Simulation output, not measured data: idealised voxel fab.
Module name: voxel capacitor over wiring (process module)
Displayed cross-section: cut, width of 235 nm, square cells sized 5 nm.
Cross-section layout: square cells on a grid; listed as bands, top to bottom; a band spans one or more cell rows.
Heads up on the band format: heights come first, top then bottom, in nm. After that it's the materials left to right, each with its width in nm. A single material flagged "everywhere" fills the whole band edge to edge, and "air" means there's empty space there.
Heights are expressed relative to 0, this being the level below which the as-received wafer comprises one material exclusively. The lowest band is unbounded in the downward direction and is denoted as in "top 0, no bottom".
The width entry "30 to 40" should be interpreted row by row: the top row of cells in the band takes the first number, the bottom row takes the second number, and the change between adjacent rows is uniform throughout.
No cell of the cross-section changed in a step that is given as "no alterations made".
If an empty space has no open way to the top and is at least 8 cells in size, "Enclosed internal cavities" lists it, written width x height at distance, where distance is measured from the left edge and every value is in nm.
Text after the settings on a step's line: the simulator's own remark on that step.
The "overlay nm" setting may appear on a step's line; for a step that uses a mask, it gives how far to the right of its planned position the mask lay, and a negative value indicates the left.
**The following list gives the planned process steps**
step 1: RECEIVE,material Si
step 2: CONFORMAL_DEP,material SiO2,thk nm 10
step 3: DIRECTIONAL_DEP,material TiN,thk nm 5
step 4: DIRECTIONAL_DEP,material Ru,thk nm 25
step 5: DIRECTIONAL_DEP,material aC,thk nm 10
step 6: PATTERN,tone cover,mask id METAL_1,material resist,width nm 30,pitch nm 85,thk nm 30,overlay nm 0
step 7: DIRECTIONAL_ETCH,etch materials aC,depth nm 10
step 8: STRIP,etch materials resist
step 9: DIRECTIONAL_ETCH,etch materials Ru,depth nm 25
step 10: DIRECTIONAL_ETCH,etch materials TiN,depth nm 5
step 11: STRIP,etch materials aC
step 12: CONFORMAL_DEP,material SiCN,thk nm 5
step 13: FILL_DEP,material lowk,thk nm 5
step 14: CMP,height nm 40
step 15: CONFORMAL_DEP,material SiCN,thk nm 5
step 16: DIRECTIONAL_DEP,material SiO2,thk nm 10
step 17: MASKED_ETCH,tone open,mask id PLUG_1,width nm 15,etch materials SiO2,depth nm 10,overlay nm 0
step 18: MASKED_ETCH,tone open,mask id PLUG_1,width nm 15,etch materials SiCN,depth nm 5,overlay nm 0
step 19: EPI,material Ru,thk nm 10
step 20: EPI,material Ru,thk nm 5
step 21: DIRECTIONAL_DEP,material TiN,thk nm 10
step 22: DIRECTIONAL_DEP,material Al2O3,thk nm 5
step 23: DIRECTIONAL_DEP,material TiN,thk nm 5
step 24: DIRECTIONAL_DEP,material aC,thk nm 10
step 25: PATTERN,tone cover,mask id UPPER_PLATE,material resist,width nm 60,thk nm 30,overlay nm 0
step 26: DIRECTIONAL_ETCH,etch materials aC,depth nm 10
step 27: STRIP,etch materials resist
step 28: DIRECTIONAL_ETCH,etch materials TiN,depth nm 5
step 29: DIRECTIONAL_ETCH,etch materials Al2O3,depth nm 5
step 30: STRIP,etch materials aC
step 31: MASKED_ETCH,tone cover,mask id LOWER_PLATE,width nm 70,etch materials TiN,depth nm 10,overlay nm 0
step 32: FILL_DEP,material SiO2,thk nm 20
step 33: CMP,height nm 90
step 34: DIRECTIONAL_DEP,material aC,thk nm 15
step 35: PATTERN,tone open,mask id PLUG_2,material resist,width nm 15,thk nm 30,overlay nm 0
step 36: DIRECTIONAL_ETCH,etch materials aC,depth nm 15
step 37: STRIP,etch materials resist
step 38: DIRECTIONAL_ETCH,etch materials SiO2,depth nm 15
step 39: STRIP,etch materials aC
step 40: CONFORMAL_DEP,material TiN,thk nm 5
step 41: FILL_DEP,material W,thk nm 5
step 42: CMP,height nm 90
step 43: CONFORMAL_DEP,material SiCN,thk nm 5
**First wafer of two (run as planned)**
**Step 1 complete: cross-section of the wafer as received**
> top 0, no bottom: Si everywhere
> Enclosed internal cavities: none
**after step 2**
> top 10, bottom 0: SiO2 everywhere
> At heights below 0, the structure remains unaltered.
**after step 3**
> top 15, bottom 10: TiN everywhere
> At heights below 10, the structure remains unaltered.
**after step 4**
> top 40, bottom 15: Ru everywhere
> At heights below 15, the structure remains unaltered.
**after step 5**
> top 50, bottom 40: aC everywhere
> At heights below 40, the structure remains unaltered.
**after step 6**
> top 80, bottom 50: air 60, resist 30, air 55, resist 30, air 60
> At heights below 50, the structure remains unaltered.
**after step 7**
> top 70, bottom 50: air 60, resist 30, air 55, resist 30, air 60
> top 50, bottom 40: air 60, aC 30, air 55, aC 30, air 60
> At heights below 40, the structure remains unaltered.
**after step 8**
> top 50, bottom 40: air 60, aC 30, air 55, aC 30, air 60
> At heights below 40, the structure remains unaltered.
**after step 9**
> top 50, bottom 40: air 60, aC 30, air 55, aC 30, air 60
> top 40, bottom 15: air 60, Ru 30, air 55, Ru 30, air 60
> At heights below 15, the structure remains unaltered.
**after step 10**
> top 50, bottom 40: air 60, aC 30, air 55, aC 30, air 60
> top 40, bottom 15: air 60, Ru 30, air 55, Ru 30, air 60
> top 15, bottom 10: air 60, TiN 30, air 55, TiN 30, air 60
> At heights below 10, the structure remains unaltered.
**after step 11**
> top 40, bottom 15: air 60, Ru 30, air 55, Ru 30, air 60
> At heights below 15, the structure remains unaltered.
**after step 12**
> top 45, bottom 40: air 55, SiCN 40, air 45, SiCN 40, air 55
> top 40, bottom 15: air 55, SiCN 5, Ru 30, SiCN 5, air 45, SiCN 5, Ru 30, SiCN 5, air 55
> top 15, bottom 10: SiCN 60, TiN 30, SiCN 55, TiN 30, SiCN 60
> At heights below 10, the structure remains unaltered.
**after step 13**
> top 50, bottom 45: lowk everywhere
> top 45, bottom 40: lowk 55, SiCN 40, lowk 45, SiCN 40, lowk 55
> top 40, bottom 15: lowk 55, SiCN 5, Ru 30, SiCN 5, lowk 45, SiCN 5, Ru 30, SiCN 5, lowk 55
> At heights below 15, the structure remains unaltered.
**after step 14**
> top 40, bottom 15: lowk 55, SiCN 5, Ru 30, SiCN 5, lowk 45, SiCN 5, Ru 30, SiCN 5, lowk 55
> At heights below 15, the structure remains unaltered.
**after step 15**
> top 45, bottom 40: SiCN everywhere
> At heights below 40, the structure remains unaltered.
**after step 16**
> top 55, bottom 45: SiO2 everywhere
> At heights below 45, the structure remains unaltered.
**after step 17**
> top 55, bottom 45: SiO2 75, air 15, SiO2 145
> At heights below 45, the structure remains unaltered.
**after step 18**
> top 55, bottom 45: SiO2 75, air 15, SiO2 145
> top 45, bottom 40: SiCN 75, air 15, SiCN 145
> At heights below 40, the structure remains unaltered.
**after step 19**
> top 55, bottom 50: SiO2 75, air 15, SiO2 145
> top 50, bottom 45: SiO2 75, Ru 15, SiO2 145
> top 45, bottom 40: SiCN 75, Ru 15, SiCN 145
> At heights below 40, the structure remains unaltered.
**after step 20**
> top 55, bottom 45: SiO2 75, Ru 15, SiO2 145
> At heights below 45, the structure remains unaltered.
**after step 21**
> top 65, bottom 55: TiN everywhere
> At heights below 55, the structure remains unaltered.
**after step 22**
> top 70, bottom 65: Al2O3 everywhere
> At heights below 65, the structure remains unaltered.
**after step 23**
> top 75, bottom 70: TiN everywhere
> At heights below 70, the structure remains unaltered.
**after step 24**
> top 85, bottom 75: aC everywhere
> At heights below 75, the structure remains unaltered.
**after step 25**
> top 115, bottom 85: air 75, resist 60, air 100
> At heights below 85, the structure remains unaltered.
**after step 26**
> top 105, bottom 85: air 75, resist 60, air 100
> top 85, bottom 75: air 75, aC 60, air 100
> At heights below 75, the structure remains unaltered.
**after step 27**
> top 85, bottom 75: air 75, aC 60, air 100
> At heights below 75, the structure remains unaltered.
**after step 28**
> top 85, bottom 75: air 75, aC 60, air 100
> top 75, bottom 70: air 75, TiN 60, air 100
> At heights below 70, the structure remains unaltered.
**after step 29**
> top 85, bottom 75: air 75, aC 60, air 100
> top 75, bottom 70: air 75, TiN 60, air 100
> top 70, bottom 65: air 75, Al2O3 60, air 100
> At heights below 65, the structure remains unaltered.
**after step 30**
> top 75, bottom 70: air 75, TiN 60, air 100
> At heights below 70, the structure remains unaltered.
**after step 31**
> top 75, bottom 70: air 75, TiN 60, air 100
> top 70, bottom 65: air 75, Al2O3 60, air 100
> top 65, bottom 55: air 70, TiN 70, air 95
> At heights below 55, the structure remains unaltered.
**after step 32**
> top 95, bottom 75: SiO2 everywhere
> top 75, bottom 70: SiO2 75, TiN 60, SiO2 100
> top 70, bottom 65: SiO2 75, Al2O3 60, SiO2 100
> top 65, bottom 55: SiO2 70, TiN 70, SiO2 95
> At heights below 55, the structure remains unaltered.
**after step 33**
> top 90, bottom 75: SiO2 everywhere
> At heights below 75, the structure remains unaltered.
**after step 34**
> top 105, bottom 90: aC everywhere
> At heights below 90, the structure remains unaltered.
**after step 35**
> top 135, bottom 105: resist 85, air 15, resist 135
> At heights below 105, the structure remains unaltered.
**after step 36**
> top 120, bottom 105: resist 85, air 15, resist 135
> top 105, bottom 90: aC 85, air 15, aC 135
> At heights below 90, the structure remains unaltered.
**after step 37**
> top 105, bottom 90: aC 85, air 15, aC 135
> At heights below 90, the structure remains unaltered.
**after step 38**
> top 105, bottom 90: aC 85, air 15, aC 135
> top 90, bottom 75: SiO2 85, air 15, SiO2 135
> At heights below 75, the structure remains unaltered.
**after step 39**
> top 90, bottom 75: SiO2 85, air 15, SiO2 135
> At heights below 75, the structure remains unaltered.
**after step 40**
> top 95, bottom 90: TiN 90, air 5, TiN 140
> top 90, bottom 80: SiO2 85, TiN 5, air 5, TiN 5, SiO2 135
> top 80, bottom 70: SiO2 85 to 75, TiN 15 to 60, SiO2 135 to 100
> At heights below 70, the structure remains unaltered.
**after step 41**
> top 100, bottom 95: W everywhere
> top 95, bottom 90: TiN 90, W 5, TiN 140
> top 90, bottom 80: SiO2 85, TiN 5, W 5, TiN 5, SiO2 135
> At heights below 80, the structure remains unaltered.
**after step 42**
> top 90, bottom 80: SiO2 85, TiN 5, W 5, TiN 5, SiO2 135
> At heights below 80, the structure remains unaltered.
**after step 43**
> top 95, bottom 90: SiCN everywhere
> At heights below 90, the structure remains unaltered.
**The remaining wafer, second of the two, started like the first and was run to the same plan, except that one mistake was made along the way; the two coincide through step 5, inclusive**
**What the second wafer looks like in cross-section when step 6 should have wrapped up**
> top 80, bottom 50: air 50, resist 30, air 55, resist 30, air 70
> At heights below 50, the structure remains unaltered.
**What the second wafer looks like in cross-section when step 7 should have wrapped up**
> top 70, bottom 50: air 50, resist 30, air 55, resist 30, air 70
> top 50, bottom 40: air 50, aC 30, air 55, aC 30, air 70
> At heights below 40, the structure remains unaltered.
**What the second wafer looks like in cross-section when step 8 should have wrapped up**
> top 50, bottom 40: air 50, aC 30, air 55, aC 30, air 70
> At heights below 40, the structure remains unaltered.
**What the second wafer looks like in cross-section when step 9 should have wrapped up**
> top 50, bottom 40: air 50, aC 30, air 55, aC 30, air 70
> top 40, bottom 15: air 50, Ru 30, air 55, Ru 30, air 70
> At heights below 15, the structure remains unaltered.
**What the second wafer looks like in cross-section when step 10 should have wrapped up**
> top 50, bottom 40: air 50, aC 30, air 55, aC 30, air 70
> top 40, bottom 15: air 50, Ru 30, air 55, Ru 30, air 70
> top 15, bottom 10: air 50, TiN 30, air 55, TiN 30, air 70
> At heights below 10, the structure remains unaltered.
**What the second wafer looks like in cross-section when step 11 should have wrapped up**
> top 40, bottom 15: air 50, Ru 30, air 55, Ru 30, air 70
> At heights below 15, the structure remains unaltered.
**What the second wafer looks like in cross-section when step 12 should have wrapped up**
> top 45, bottom 40: air 45, SiCN 40, air 45, SiCN 40, air 65
> top 40, bottom 15: air 45, SiCN 5, Ru 30, SiCN 5, air 45, SiCN 5, Ru 30, SiCN 5, air 65
> top 15, bottom 10: SiCN 50, TiN 30, SiCN 55, TiN 30, SiCN 70
> At heights below 10, the structure remains unaltered.
**What the second wafer looks like in cross-section when step 13 should have wrapped up**
> top 50, bottom 45: lowk everywhere
> top 45, bottom 40: lowk 45, SiCN 40, lowk 45, SiCN 40, lowk 65
> top 40, bottom 15: lowk 45, SiCN 5, Ru 30, SiCN 5, lowk 45, SiCN 5, Ru 30, SiCN 5, lowk 65
> At heights below 15, the structure remains unaltered.
**What the second wafer looks like in cross-section when step 14 should have wrapped up**
> top 40, bottom 15: lowk 45, SiCN 5, Ru 30, SiCN 5, lowk 45, SiCN 5, Ru 30, SiCN 5, lowk 65
> At heights below 15, the structure remains unaltered.
**What the second wafer looks like in cross-section when step 15 should have wrapped up**
> top 45, bottom 40: SiCN everywhere
> At heights below 40, the structure remains unaltered.
**What the second wafer looks like in cross-section when step 16 should have wrapped up**
> top 55, bottom 45: SiO2 everywhere
> At heights below 45, the structure remains unaltered.
**What the second wafer looks like in cross-section when step 17 should have wrapped up**
> top 55, bottom 45: SiO2 75, air 15, SiO2 145
> At heights below 45, the structure remains unaltered.
**What the second wafer looks like in cross-section when step 18 should have wrapped up**
> top 55, bottom 45: SiO2 75, air 15, SiO2 145
> top 45, bottom 40: SiCN 75, air 15, SiCN 145
> At heights below 40, the structure remains unaltered.
**What the second wafer looks like in cross-section when step 19 should have wrapped up**
> top 55, bottom 50: SiO2 75, air 15, SiO2 145
> top 50, bottom 45: SiO2 75, Ru 15, SiO2 145
> top 45, bottom 40: SiCN 75, Ru 15, SiCN 145
> At heights below 40, the structure remains unaltered.
**What the second wafer looks like in cross-section when step 20 should have wrapped up**
> top 55, bottom 45: SiO2 75, Ru 15, SiO2 145
> At heights below 45, the structure remains unaltered.
**What the second wafer looks like in cross-section when step 21 should have wrapped up**
> top 65, bottom 55: TiN everywhere
> At heights below 55, the structure remains unaltered.
**What the second wafer looks like in cross-section when step 22 should have wrapped up**
> top 70, bottom 65: Al2O3 everywhere
> At heights below 65, the structure remains unaltered.
**What the second wafer looks like in cross-section when step 23 should have wrapped up**
> top 75, bottom 70: TiN everywhere
> At heights below 70, the structure remains unaltered.
**What the second wafer looks like in cross-section when step 24 should have wrapped up**
> top 85, bottom 75: aC everywhere
> At heights below 75, the structure remains unaltered.
**What the second wafer looks like in cross-section when step 25 should have wrapped up**
> top 115, bottom 85: air 75, resist 60, air 100
> At heights below 85, the structure remains unaltered.
**What the second wafer looks like in cross-section when step 26 should have wrapped up**
> top 105, bottom 85: air 75, resist 60, air 100
> top 85, bottom 75: air 75, aC 60, air 100
> At heights below 75, the structure remains unaltered.
**What the second wafer looks like in cross-section when step 27 should have wrapped up**
> top 85, bottom 75: air 75, aC 60, air 100
> At heights below 75, the structure remains unaltered.
**What the second wafer looks like in cross-section when step 28 should have wrapped up**
> top 85, bottom 75: air 75, aC 60, air 100
> top 75, bottom 70: air 75, TiN 60, air 100
> At heights below 70, the structure remains unaltered.
**What the second wafer looks like in cross-section when step 29 should have wrapped up**
> top 85, bottom 75: air 75, aC 60, air 100
> top 75, bottom 70: air 75, TiN 60, air 100
> top 70, bottom 65: air 75, Al2O3 60, air 100
> At heights below 65, the structure remains unaltered.
**What the second wafer looks like in cross-section when step 30 should have wrapped up**
> top 75, bottom 70: air 75, TiN 60, air 100
> At heights below 70, the structure remains unaltered.
**What the second wafer looks like in cross-section when step 31 should have wrapped up**
> top 75, bottom 70: air 75, TiN 60, air 100
> top 70, bottom 65: air 75, Al2O3 60, air 100
> top 65, bottom 55: air 70, TiN 70, air 95
> At heights below 55, the structure remains unaltered.
**What the second wafer looks like in cross-section when step 32 should have wrapped up**
> top 95, bottom 75: SiO2 everywhere
> top 75, bottom 70: SiO2 75, TiN 60, SiO2 100
> top 70, bottom 65: SiO2 75, Al2O3 60, SiO2 100
> top 65, bottom 55: SiO2 70, TiN 70, SiO2 95
> At heights below 55, the structure remains unaltered.
**What the second wafer looks like in cross-section when step 33 should have wrapped up**
> top 90, bottom 75: SiO2 everywhere
> At heights below 75, the structure remains unaltered.
**What the second wafer looks like in cross-section when step 34 should have wrapped up**
> top 105, bottom 90: aC everywhere
> At heights below 90, the structure remains unaltered.
**What the second wafer looks like in cross-section when step 35 should have wrapped up**
> top 135, bottom 105: resist 85, air 15, resist 135
> At heights below 105, the structure remains unaltered.
**What the second wafer looks like in cross-section when step 36 should have wrapped up**
> top 120, bottom 105: resist 85, air 15, resist 135
> top 105, bottom 90: aC 85, air 15, aC 135
> At heights below 90, the structure remains unaltered.
**What the second wafer looks like in cross-section when step 37 should have wrapped up**
> top 105, bottom 90: aC 85, air 15, aC 135
> At heights below 90, the structure remains unaltered.
**What the second wafer looks like in cross-section when step 38 should have wrapped up**
> top 105, bottom 90: aC 85, air 15, aC 135
> top 90, bottom 75: SiO2 85, air 15, SiO2 135
> At heights below 75, the structure remains unaltered.
**What the second wafer looks like in cross-section when step 39 should have wrapped up**
> top 90, bottom 75: SiO2 85, air 15, SiO2 135
> At heights below 75, the structure remains unaltered.
**What the second wafer looks like in cross-section when step 40 should have wrapped up**
> top 95, bottom 90: TiN 90, air 5, TiN 140
> top 90, bottom 80: SiO2 85, TiN 5, air 5, TiN 5, SiO2 135
> top 80, bottom 70: SiO2 85 to 75, TiN 15 to 60, SiO2 135 to 100
> At heights below 70, the structure remains unaltered.
**What the second wafer looks like in cross-section when step 41 should have wrapped up**
> top 100, bottom 95: W everywhere
> top 95, bottom 90: TiN 90, W 5, TiN 140
> top 90, bottom 80: SiO2 85, TiN 5, W 5, TiN 5, SiO2 135
> At heights below 80, the structure remains unaltered.
**What the second wafer looks like in cross-section when step 42 should have wrapped up**
> top 90, bottom 80: SiO2 85, TiN 5, W 5, TiN 5, SiO2 135
> At heights below 80, the structure remains unaltered.
**What the second wafer looks like in cross-section when step 43 should have wrapped up**
> top 95, bottom 90: SiCN everywhere
> At heights below 90, the structure remains unaltered.
The mistake made against the process plan was this: step 6: run off-plan, actual operation and settings PATTERN,tone cover,mask id METAL_1,material resist,width nm 30,pitch nm 85,thk nm 30,overlay nm -10
Tallied in cells, the final second wafer holds each material in the same quantity as the first, although not at the same places.
